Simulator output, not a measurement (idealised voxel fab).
The document below concerns the process module designated voxel gate over fins.
Section cut is 260 nm wide and gridded with 5 nm square cells.
In this document a cross-section is written as a grid of square cells. It is given as a series of bands, listed from the top down, and a band is one or more rows of cells. Each band's line starts with the height of the band's top and of its bottom, in nm. Then come its materials from left to right, each with its width in nm. One material with "full width" fills the band from edge to edge. "empty" is empty space. Note: height 0 marks the level under which the wafer is uniformly one material as received. Lowest band unbounded below, written "0 -> down". The notation "30 to 40" denotes a width that varies across the rows of cells in the band, beginning at the first number in the top row, finishing at the second number in the bottom row, and changing by an identical amount from each row to the next. A step reported as "left unchanged" is a step in which no cell of the cross-section changed. "Encapsulated voids" specifies each empty space that is not open to the top and that occupies no fewer than 8 cells, using the form width x height at distance, the distance measured from the left edge and all three quantities in nm. Note: text after step settings on the step line = simulator remark on that step. You can add "overlay nm" to a step's line. For a step with a mask, it describes how far the mask lay to the right of its planned position, and a negative number describes a lay to the left.

# This section lists the process steps that were planned
- 1: RECEIVE, material Si
- 2: CONFORMAL_DEP, material SiN, thk nm 10
- 3: MASKED_ETCH, tone cover, mask id FINS, width nm 15, pitch nm 45, etch materials SiN, depth nm 10, overlay nm -15
- 4: MASKED_ETCH, tone cover, mask id FINS, width nm 15, pitch nm 45, etch materials Si, depth nm 35, overlay nm 0
- 5: OXIDIZE, depth nm 5
- 6: FILL_DEP, material SiO2, thk nm 15
- 7: CMP, height nm 10
- 8: SELECTIVE_ETCH, etch materials SiO2, depth nm 20
- 9: STRIP, etch materials SiN
- 10: CONFORMAL_DEP, material HfO2, thk nm 5
- 11: CONFORMAL_DEP, material TiN, thk nm 5
- 12: CONFORMAL_DEP, material TiAl, thk nm 5
- 13: CONFORMAL_DEP, material TiN, thk nm 5
- 14: FILL_DEP, material W, thk nm 15
- 15: CMP, height nm 30
- 16: CONFORMAL_DEP, material SiN, thk nm 10
The plan's step 3 overlay nm is the first wafer's value; the wafers differ in this setting and start identical.

# The first of several wafers in cross-section, exactly as it reached us after step 1
0 -> down  Si full width
Encapsulated voids: none

# The following table contains a row per wafer, in which are reported, at the conclusion of the module, the cells of each material gained (+) or lost (-) since the wafer's receipt, with its closed voids given thereafter
overlay nm -15; +64 HfO2; -329 Si; +104 SiN; +240 SiO2; +62 TiAl; +124 TiN; +151 W; Encapsulated voids: none
overlay nm -10; +64 HfO2; -350 Si; +104 SiN; +258 SiO2; +64 TiAl; +124 TiN; +152 W; Encapsulated voids: none
overlay nm -5; +64 HfO2; -371 Si; +104 SiN; +276 SiO2; +64 TiAl; +126 TiN; +153 W; Encapsulated voids: none
overlay nm 0; +64 HfO2; -392 Si; +104 SiN; +294 SiO2; +64 TiAl; +128 TiN; +154 W; Encapsulated voids: none
overlay nm 5; +64 HfO2; -371 Si; +104 SiN; +276 SiO2; +64 TiAl; +126 TiN; +153 W; Encapsulated voids: none
overlay nm 10; +64 HfO2; -350 Si; +104 SiN; +258 SiO2; +64 TiAl; +124 TiN; +152 W; Encapsulated voids: none
overlay nm 15; +64 HfO2; -329 Si; +104 SiN; +240 SiO2; +62 TiAl; +124 TiN; +151 W; Encapsulated voids: none
